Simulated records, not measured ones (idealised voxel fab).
process module | voxel tone inversion
cross-section cut | 145 nm wide | cells 5 nm
A cross-section is a grid of square cells, given in bands from the top down. A band is one or more rows of cells.
Each band's line starts with the height of the band's top and of its bottom, in nm. Then come its materials from left to right, each with its width in nm. One material with "throughout" fills the band from edge to edge. "air" is empty space.
Height 0 is the level under which the wafer as received is all one material. The lowest band goes on downwards, as in "0 down".
A width such as "30 to 40" changes by the same amount from each row of cells to the next, from the band's top row to its bottom row.
"no change" after a step means that no cell of the cross-section changed.
closed voids: empty space of 8 cells or more with no open way to the top, each as width x height at its distance from the left edge, in nm
after a step's settings: what the simulator itself notes on the step
overlay nm, on a step with a mask: how far to the right of its planned place the mask lay; to the left if negative
plan
1 op RECEIVE | material Si
2 op CONFORMAL_DEP | material SiCN | thk nm 10
3 op DIRECTIONAL_DEP | material aC | thk nm 25
4 op PATTERN | tone cover | mask id POSTS | material resist | width nm 25 | pitch nm 40 | thk nm 30 | overlay nm 0
5 op DIRECTIONAL_ETCH | etch materials aC | depth nm 25
6 op STRIP | etch materials resist
7 op FILL_DEP | material SiO2 | thk nm 5
8 op CMP | height nm 35
9 op STRIP | etch materials aC
10 op CONFORMAL_DEP | material TiN | thk nm 5
11 op FILL_DEP | material Ru | thk nm 5
12 op CMP | height nm 35
13 op CONFORMAL_DEP | material SiCN | thk nm 5
as received, after step 1
  0 down: Si throughout
  closed voids: none
first wafer at the end, as planned
  40 to 35: SiCN throughout
  35 to 15: SiO2 40 | TiN 5 | Ru 15 | TiN 5 | SiO2 15 | TiN 5 | Ru 15 | TiN 5 | SiO2 40
  15 to 10: SiO2 40 | TiN 25 | SiO2 15 | TiN 25 | SiO2 40
  10 to 0: SiCN throughout
  0 down: Si throughout
  closed voids: none
second wafer at the end: like start, like plan, one mistake
  40 to 35: SiCN throughout
  35 to 15: SiO2 30 | TiN 5 | Ru 15 | TiN 5 | SiO2 15 | TiN 5 | Ru 15 | TiN 5 | SiO2 50
  15 to 10: SiO2 30 | TiN 25 | SiO2 15 | TiN 25 | SiO2 50
  10 to 0: SiCN throughout
  0 down: Si throughout
  closed voids: none
what went wrong: step 4 ran as: op PATTERN | tone cover | mask id POSTS | material resist | width nm 25 | pitch nm 40 | thk nm 30 | overlay nm -10
at the end the second wafer has, in cells: as many of each material as the first, in other places
